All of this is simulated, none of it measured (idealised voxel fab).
voxel self aligned contacts: a process module
FYI the section here is cut, 205 nm wide, cells are 5 nm squares.
Heads up, the way a cross-section reads in here is a grid of square cells, handed over as bands from the top down, with every band being one or more rows of cells. Top height, bottom height, nm. Materials left to right, width each, nm. Single material + "all across" = fills band edge to edge. "blank" = empty. Heights are measured from 0, the level below which the as-received wafer is all one material; the lowest band has no bottom and continues downward, written as in "0 nm and below". Width: "30..40" (first number = top row, second number = bottom row, same change from row to row of cells). For the purposes of this document, the phrase "identical to before" attached to a step denotes that no cell within the cross-section was modified by that step. Voids not open to the top, 8 cells minimum: see "Sealed cavities". Written width x height at distance; distance is from the left edge; nm. Step line, after settings: the simulator's comment on this step. A step line may carry the setting "overlay nm", which, for steps involving a mask, states the distance by which the mask lay to the right of its intended position; negative values denote displacement to the left.
THESE ARE THE STEPS WE PLANNED FOR THE PROCESS
1,RECEIVE (material Si)
2,CONFORMAL_DEP (material SiO2; thk nm 5)
3,DIRECTIONAL_DEP (material polySi; thk nm 25)
4,DIRECTIONAL_DEP (material SiN; thk nm 20)
5,PATTERN (tone cover; mask id GATE; material resist; width nm 25; pitch nm 50; thk nm 15; overlay nm 0)
6,DIRECTIONAL_ETCH (etch materials SiN; depth nm 20)
7,DIRECTIONAL_ETCH (etch materials polySi; depth nm 25)
8,STRIP (etch materials resist)
9,CONFORMAL_DEP (material SiN; thk nm 5)
10,DIRECTIONAL_ETCH (etch materials SiN; depth nm 5)
11,FILL_DEP (material SiO2; thk nm 20)
12,CMP (height nm 60)
13,DIRECTIONAL_DEP (material aC; thk nm 15)
14,PATTERN (tone open; mask id CONTACT; material resist; width nm 35; pitch nm 50; thk nm 30; overlay nm 0)
15,DIRECTIONAL_ETCH (etch materials aC; depth nm 15)
16,STRIP (etch materials resist)
17,DIRECTIONAL_ETCH (etch materials SiO2; depth nm 60)
18,STRIP (etch materials aC)
19,CONFORMAL_DEP (material TiN; thk nm 5)
20,FILL_DEP (material W; thk nm 5)
21,CMP (height nm 50)
22,CONFORMAL_DEP (material SiN; thk nm 5)
Same starting wafers, different height nm at step 21. Plan value belongs to the first wafer.
THE FIRST OF SEVERAL WAFERS IN CROSS-SECTION, EXACTLY AS IT REACHED US AFTER STEP 1
0 nm and below  Si all across
Sealed cavities: none
HERE IS THE CROSS-SECTION OF THE FIRST OF SEVERAL WAFERS AT THE END OF THE MODULE, AFTER ITS LAST STEP, STEP 22
55 nm to 50 nm  SiN all across
50 nm to 30 nm  35 of SiO2, then 35 of SiN, then 5 of TiN, then 5 of W, then 5 of TiN, then 35 of SiN, then 5 of TiN, then 5 of W, then 5 of TiN, then 35 of SiN, then 35 of SiO2
30 nm to 5 nm  35 of SiO2, then 5 of SiN, then 25 of polySi, then 5 of SiN, then 5 of TiN, then 5 of W, then 5 of TiN, then 5 of SiN, then 25 of polySi, then 5 of SiN, then 5 of TiN, then 5 of W, then 5 of TiN, then 5 of SiN, then 25 of polySi, then 5 of SiN, then 35 of SiO2
5 nm to 0 nm  70 of SiO2, then 15 of TiN, then 35 of SiO2, then 15 of TiN, then 70 of SiO2
0 nm and below  Si all across
Sealed cavities: none
MODULE END, FINAL WAFER: CROSS-SECTION
75 nm to 70 nm  SiN all across
70 nm to 65 nm  W all across
65 nm to 60 nm  65 of TiN, then 25 of W, then 25 of TiN, then 25 of W, then 65 of TiN
60 nm to 50 nm  60 of SiO2, then 5..15 of TiN, then 25..5 of W, then 5..15 of TiN, then 15 of SiO2, then 5..15 of TiN, then 25..5 of W, then 5..15 of TiN, then 60 of SiO2
50 nm to 30 nm  35 of SiO2, then 35 of SiN, then 5 of TiN, then 5 of W, then 5 of TiN, then 35 of SiN, then 5 of TiN, then 5 of W, then 5 of TiN, then 35 of SiN, then 35 of SiO2
30 nm to 5 nm  35 of SiO2, then 5 of SiN, then 25 of polySi, then 5 of SiN, then 5 of TiN, then 5 of W, then 5 of TiN, then 5 of SiN, then 25 of polySi, then 5 of SiN, then 5 of TiN, then 5 of W, then 5 of TiN, then 5 of SiN, then 25 of polySi, then 5 of SiN, then 35 of SiO2
5 nm to 0 nm  70 of SiO2, then 15 of TiN, then 35 of SiO2, then 15 of TiN, then 70 of SiO2
0 nm and below  Si all across
Sealed cavities: none
END OF MODULE, BY WAFER: MATERIAL-BY-MATERIAL CELL GAIN (+) OR LOSS (-) SINCE RECEIPT, THEN CLOSED VOIDS
height nm 50; +155 SiN; +161 SiO2; +42 TiN; +18 W; +75 polySi; Sealed cavities: none
height nm 55; +155 SiN; +188 SiO2; +54 TiN; +20 W; +75 polySi; Sealed cavities: none
height nm 60; +155 SiN; +215 SiO2; +58 TiN; +30 W; +75 polySi; Sealed cavities: none
height nm 65; +155 SiN; +215 SiO2; +89 TiN; +40 W; +75 polySi; Sealed cavities: none
height nm 70; +155 SiN; +215 SiO2; +89 TiN; +81 W; +75 polySi; Sealed cavities: none
